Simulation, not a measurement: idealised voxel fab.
process module | voxel released beams
cross-section cut | 200 nm wide | cells 5 nm
A cross-section is a grid of square cells, given in bands from the top down. A band is one or more rows of cells.
Each band's line starts with the height of the band's top and of its bottom, in nm. Then come its materials from left to right, each with its width in nm. One material with "throughout" fills the band from edge to edge. "air" is empty space.
Height 0 is the level under which the wafer as received is all one material. The lowest band goes on downwards, as in "0 down".
A width such as "30 to 40" changes by the same amount from each row of cells to the next, from the band's top row to its bottom row.
"no change" after a step means that no cell of the cross-section changed.
closed voids: empty space of 8 cells or more with no open way to the top, each as width x height at its distance from the left edge, in nm
after a step's settings: what the simulator itself notes on the step
overlay nm, on a step with a mask: how far to the right of its planned place the mask lay; to the left if negative
plan
1 op RECEIVE | material Si
2 op CONFORMAL_DEP | material SiN | thk nm 5
3 op DIRECTIONAL_DEP | material SiO2 | thk nm 20
4 op PATTERN | tone open | mask id ANCHOR | material resist | width nm 35 | thk nm 15 | overlay nm 0
5 op DIRECTIONAL_ETCH | etch materials SiO2 | depth nm 20
6 op STRIP | etch materials resist
7 op CONFORMAL_DEP | material polySi | thk nm 15
8 op DIRECTIONAL_DEP | material aC | thk nm 15
9 op PATTERN | tone cover | mask id BEAM | material resist | width nm 110 | thk nm 30 | overlay nm 0
10 op DIRECTIONAL_ETCH | etch materials aC | depth nm 15
11 op STRIP | etch materials resist
12 op DIRECTIONAL_ETCH | etch materials polySi | depth nm 15
13 op STRIP | etch materials aC
14 op STRIP | etch materials SiO2
first wafer, as planned
as received, after step 1
  0 down: Si throughout
  closed voids: none
after step 2
  5 to 0: SiN throughout
  below 0: unchanged
after step 3
  25 to 5: SiO2 throughout
  below 5: unchanged
after step 4
  40 to 25: resist 45 | air 35 | resist 120
  below 25: unchanged
after step 5
  40 to 25: resist 45 | air 35 | resist 120
  25 to 5: SiO2 45 | air 35 | SiO2 120
  below 5: unchanged
after step 6
  25 to 5: SiO2 45 | air 35 | SiO2 120
  below 5: unchanged
after step 7
  40 to 25: polySi 60 | air 5 | polySi 135
  25 to 20: SiO2 45 | polySi 15 | air 5 | polySi 15 | SiO2 120
  20 to 5: SiO2 45 | polySi 35 | SiO2 120
  below 5: unchanged
after step 8
  55 to 40: aC 60 | air 5 | aC 135
  40 to 35: polySi 60 | air 5 | polySi 135
  35 to 25: polySi 60 | aC 5 | polySi 135
  25 to 20: SiO2 45 | polySi 15 | aC 5 | polySi 15 | SiO2 120
  below 20: unchanged
after step 9
  85 to 55: air 40 | resist 110 | air 50
  55 to 40: aC 60 | resist 5 | aC 135
  40 to 35: polySi 60 | resist 5 | polySi 135
  below 35: unchanged
after step 10
  70 to 55: air 40 | resist 110 | air 50
  55 to 40: air 40 | aC 20 | resist 5 | aC 85 | air 50
  below 40: unchanged
after step 11
  55 to 40: air 40 | aC 20 | air 5 | aC 85 | air 50
  40 to 35: polySi 60 | air 5 | polySi 135
  below 35: unchanged
after step 12
  55 to 40: air 40 | aC 20 | air 5 | aC 85 | air 50
  40 to 35: air 40 | polySi 20 | air 5 | polySi 85 | air 50
  35 to 25: air 40 | polySi 20 | aC 5 | polySi 85 | air 50
  below 25: unchanged
after step 13
  40 to 25: air 40 | polySi 20 | air 5 | polySi 85 | air 50
  25 to 20: SiO2 45 | polySi 15 | air 5 | polySi 15 | SiO2 120
  below 20: unchanged
after step 14
  40 to 25: air 40 | polySi 20 | air 5 | polySi 85 | air 50
  25 to 20: air 45 | polySi 15 | air 5 | polySi 15 | air 120
  20 to 5: air 45 | polySi 35 | air 120
  below 5: unchanged
second wafer: like start, like plan, one mistake. Through step 1 it matches the first wafer
when step 2 should have ended
  5 to 0: SiO2 throughout
  below 0: unchanged
when step 3 should have ended
  25 to 0: SiO2 throughout
  below 0: unchanged
when step 4 should have ended
  40 to 25: resist 45 | air 35 | resist 120
  below 25: unchanged
when step 5 should have ended
  40 to 25: resist 45 | air 35 | resist 120
  25 to 5: SiO2 45 | air 35 | SiO2 120
  below 5: unchanged
when step 6 should have ended
  25 to 5: SiO2 45 | air 35 | SiO2 120
  below 5: unchanged
when step 7 should have ended
  40 to 25: polySi 60 | air 5 | polySi 135
  25 to 20: SiO2 45 | polySi 15 | air 5 | polySi 15 | SiO2 120
  20 to 5: SiO2 45 | polySi 35 | SiO2 120
  below 5: unchanged
when step 8 should have ended
  55 to 40: aC 60 | air 5 | aC 135
  40 to 35: polySi 60 | air 5 | polySi 135
  35 to 25: polySi 60 | aC 5 | polySi 135
  25 to 20: SiO2 45 | polySi 15 | aC 5 | polySi 15 | SiO2 120
  below 20: unchanged
when step 9 should have ended
  85 to 55: air 40 | resist 110 | air 50
  55 to 40: aC 60 | resist 5 | aC 135
  40 to 35: polySi 60 | resist 5 | polySi 135
  below 35: unchanged
when step 10 should have ended
  70 to 55: air 40 | resist 110 | air 50
  55 to 40: air 40 | aC 20 | resist 5 | aC 85 | air 50
  below 40: unchanged
when step 11 should have ended
  55 to 40: air 40 | aC 20 | air 5 | aC 85 | air 50
  40 to 35: polySi 60 | air 5 | polySi 135
  below 35: unchanged
when step 12 should have ended
  55 to 40: air 40 | aC 20 | air 5 | aC 85 | air 50
  40 to 35: air 40 | polySi 20 | air 5 | polySi 85 | air 50
  35 to 25: air 40 | polySi 20 | aC 5 | polySi 85 | air 50
  below 25: unchanged
when step 13 should have ended
  40 to 25: air 40 | polySi 20 | air 5 | polySi 85 | air 50
  25 to 20: SiO2 45 | polySi 15 | air 5 | polySi 15 | SiO2 120
  below 20: unchanged
when step 14 should have ended
  0 down: Si throughout
what went wrong: step 2 ran as: op CONFORMAL_DEP | material SiO2 | thk nm 5
at the end the second wafer has, in cells: 40 fewer of SiN | 90 fewer of polySi
